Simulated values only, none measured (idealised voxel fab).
Documented hereafter: the process module known as voxel plated lines.
It is cross-section cut that appears here, measuring 290 nm in width, its square cells being 5 nm in size.
A cross-section in this document is a grid of square cells, and it is written down as bands, the top band listed before the ones below it; a band is made up of one or more rows of cells. Heights first: top, then bottom, in nm. Then materials, left to right, each with a width in nm. "edge to edge" on a single material: fills the band edge to edge. "air": empty space. The reference from which all heights are counted is 0, the level beneath which the as-received wafer is entirely one material; the lowest band, having no lower bound, proceeds downward and is written after the example "0..down". Note: "30..40" means the width goes from the first number (top row of the band) to the second number (bottom row) in equal steps per row of cells. "nothing got changed" for a step: no cell of the cross-section changed in that step. Closed empty spaces (no open way to the top) of 8 cells or more are what "Sealed internal voids" lists, each as width x height at distance from the left edge, nm for all three. If you see something after the settings on a step's line, that's the simulator's own remark about that step. overlay nm: right-of-plan distance of the mask on a masked step; negative values mean left-of-plan.

Process steps - plan
1,RECEIVE: material Si
2,CONFORMAL_DEP: material Al2O3, thk nm 5
3,DIRECTIONAL_DEP: material TiN, thk nm 5
4,PATTERN: tone open, mask id LINES, material resist, width nm 30, pitch nm 55, thk nm 35, overlay nm 0
5,EPI: material Ru, thk nm 10
6,EPI: material Ru, thk nm 5
7,EPI: material Ru, thk nm 10
8,STRIP: etch materials resist
9,DIRECTIONAL_ETCH: etch materials TiN, depth nm 5
10,CONFORMAL_DEP: material SiCN, thk nm 10

Incoming wafer in cross-section (state: after step 1)
    0..down = Si edge to edge
    Sealed internal voids: none

first wafer at the end, as planned
    45..35 = 35 nm air; 50 nm SiCN; 5 nm air; 50 nm SiCN; 5 nm air; 50 nm SiCN; 5 nm air; 50 nm SiCN; 40 nm air
    35..15 = 35 nm air; 10 nm SiCN; 30 nm Ru; 10 nm SiCN; 5 nm air; 10 nm SiCN; 30 nm Ru; 10 nm SiCN; 5 nm air; 10 nm SiCN; 30 nm Ru; 10 nm SiCN; 5 nm air; 10 nm SiCN; 30 nm Ru; 10 nm SiCN; 40 nm air
    15..10 = 45 nm SiCN; 30 nm Ru; 25 nm SiCN; 30 nm Ru; 25 nm SiCN; 30 nm Ru; 25 nm SiCN; 30 nm Ru; 50 nm SiCN
    10..5 = 45 nm SiCN; 30 nm TiN; 25 nm SiCN; 30 nm TiN; 25 nm SiCN; 30 nm TiN; 25 nm SiCN; 30 nm TiN; 50 nm SiCN
    5..0 = Al2O3 edge to edge
    0..down = Si edge to edge
    Sealed internal voids: none

Wafer two, sectioned after the module: the first wafer's start, the first wafer's plan, and one mistake in how it was run
    45..35 = 25 nm air; 50 nm SiCN; 5 nm air; 50 nm SiCN; 5 nm air; 50 nm SiCN; 5 nm air; 50 nm SiCN; 50 nm air
    35..15 = 25 nm air; 10 nm SiCN; 30 nm Ru; 10 nm SiCN; 5 nm air; 10 nm SiCN; 30 nm Ru; 10 nm SiCN; 5 nm air; 10 nm SiCN; 30 nm Ru; 10 nm SiCN; 5 nm air; 10 nm SiCN; 30 nm Ru; 10 nm SiCN; 50 nm air
    15..10 = 35 nm SiCN; 30 nm Ru; 25 nm SiCN; 30 nm Ru; 25 nm SiCN; 30 nm Ru; 25 nm SiCN; 30 nm Ru; 60 nm SiCN
    10..5 = 35 nm SiCN; 30 nm TiN; 25 nm SiCN; 30 nm TiN; 25 nm SiCN; 30 nm TiN; 25 nm SiCN; 30 nm TiN; 60 nm SiCN
    5..0 = Al2O3 edge to edge
    0..down = Si edge to edge
    Sealed internal voids: none
What went wrong in running the wafer? step 4 off recipe, ran as PATTERN: tone open, mask id LINES, material resist, width nm 30, pitch nm 55, thk nm 35, overlay nm -10
Cell counts per material: same on both final wafers. Positions: different.
